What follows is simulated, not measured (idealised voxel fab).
process module | voxel capacitor over wiring
cross-section cut | 290 nm wide | cells 5 nm
A cross-section is a grid of square cells, given in bands from the top down. A band is one or more rows of cells.
Each band's line starts with the height of the band's top and of its bottom, in nm. Then come its materials from left to right, each with its width in nm. One material with "throughout" fills the band from edge to edge. "air" is empty space.
Height 0 is the level under which the wafer as received is all one material. The lowest band goes on downwards, as in "0 down".
A width such as "30 to 40" changes by the same amount from each row of cells to the next, from the band's top row to its bottom row.
"no change" after a step means that no cell of the cross-section changed.
closed voids: empty space of 8 cells or more with no open way to the top, each as width x height at its distance from the left edge, in nm
after a step's settings: what the simulator itself notes on the step
overlay nm, on a step with a mask: how far to the right of its planned place the mask lay; to the left if negative
plan
1 op RECEIVE | material Si
2 op CONFORMAL_DEP | material SiO2 | thk nm 10
3 op DIRECTIONAL_DEP | material TiN | thk nm 5
4 op DIRECTIONAL_DEP | material W | thk nm 25
5 op MASKED_ETCH | tone cover | mask id METAL_1 | width nm 20 | pitch nm 90 | etch materials W | depth nm 25 | overlay nm 0
6 op MASKED_ETCH | tone cover | mask id METAL_1 | width nm 20 | pitch nm 90 | etch materials TiN | depth nm 5 | overlay nm 0
7 op FILL_DEP | material SiO2 | thk nm 10
8 op CMP | height nm 40
9 op CONFORMAL_DEP | material SiCN | thk nm 5
10 op DIRECTIONAL_DEP | material SiO2 | thk nm 20
11 op MASKED_ETCH | tone open | mask id PLUG_1 | width nm 15 | etch materials SiO2 | depth nm 20 | overlay nm 0
12 op MASKED_ETCH | tone open | mask id PLUG_1 | width nm 15 | etch materials SiCN | depth nm 5 | overlay nm 0
13 op EPI | material Ru | thk nm 10
14 op EPI | material Ru | thk nm 10
15 op EPI | material Ru | thk nm 5
16 op DIRECTIONAL_DEP | material TiN | thk nm 10
17 op DIRECTIONAL_DEP | material HfO2 | thk nm 5
18 op DIRECTIONAL_DEP | material TiN | thk nm 5
19 op MASKED_ETCH | tone cover | mask id UPPER_PLATE | width nm 75 | etch materials TiN | depth nm 5 | overlay nm 0
20 op MASKED_ETCH | tone cover | mask id UPPER_PLATE | width nm 75 | etch materials HfO2 | depth nm 5 | overlay nm 0
21 op DIRECTIONAL_DEP | material aC | thk nm 15
22 op PATTERN | tone cover | mask id LOWER_PLATE | material resist | width nm 85 | thk nm 30 | overlay nm 0
23 op DIRECTIONAL_ETCH | etch materials aC | depth nm 15
24 op STRIP | etch materials resist
25 op DIRECTIONAL_ETCH | etch materials TiN | depth nm 10
26 op STRIP | etch materials aC
27 op FILL_DEP | material SiO2 | thk nm 15
28 op CMP | height nm 95
29 op DIRECTIONAL_DEP | material aC | thk nm 15
30 op PATTERN | tone open | mask id PLUG_2 | material resist | width nm 15 | thk nm 30 | overlay nm 0
31 op DIRECTIONAL_ETCH | etch materials aC | depth nm 15
32 op STRIP | etch materials resist
33 op DIRECTIONAL_ETCH | etch materials SiO2 | depth nm 10
34 op STRIP | etch materials aC
35 op CONFORMAL_DEP | material TiN | thk nm 5
36 op FILL_DEP | material W | thk nm 5
37 op CMP | height nm 95
38 op CONFORMAL_DEP | material SiCN | thk nm 5
as received, after step 1
  0 down: Si throughout
  closed voids: none
first wafer at the end, as planned
  100 to 95: SiCN throughout
  95 to 90: SiO2 105 | TiN 5 | W 5 | TiN 5 | SiO2 170
  90 to 80: SiO2 105 to 95 | TiN 15 to 75 | SiO2 170 to 120
  80 to 75: SiO2 95 | HfO2 75 | SiO2 120
  75 to 65: SiO2 90 | TiN 85 | SiO2 115
  65 to 45: SiO2 95 | Ru 15 | SiO2 180
  45 to 40: SiCN 95 | Ru 15 | SiCN 180
  40 to 15: SiO2 90 | W 20 | SiO2 70 | W 20 | SiO2 90
  15 to 10: SiO2 90 | TiN 20 | SiO2 70 | TiN 20 | SiO2 90
  10 to 0: SiO2 throughout
  0 down: Si throughout
  closed voids: none
second wafer at the end: like start, like plan, one mistake
  100 to 95: SiCN throughout
  95 to 90: SiO2 105 | TiN 5 | W 5 | TiN 5 | SiO2 170
  90 to 80: SiO2 105 to 95 | TiN 15 to 75 | SiO2 170 to 120
  80 to 75: SiO2 90 | HfO2 80 | SiO2 120
  75 to 65: SiO2 90 | TiN 85 | SiO2 115
  65 to 45: SiO2 95 | Ru 15 | SiO2 180
  45 to 40: SiCN 95 | Ru 15 | SiCN 180
  40 to 15: SiO2 90 | W 20 | SiO2 70 | W 20 | SiO2 90
  15 to 10: SiO2 90 | TiN 20 | SiO2 70 | TiN 20 | SiO2 90
  10 to 0: SiO2 throughout
  0 down: Si throughout
  closed voids: none
what went wrong: step 20 ran as: op MASKED_ETCH | tone cover | mask id UPPER_PLATE | width nm 75 | etch materials HfO2 | depth nm 5 | overlay nm -5
at the end the second wafer has, in cells: 1 more of HfO2 | 1 fewer of SiO2
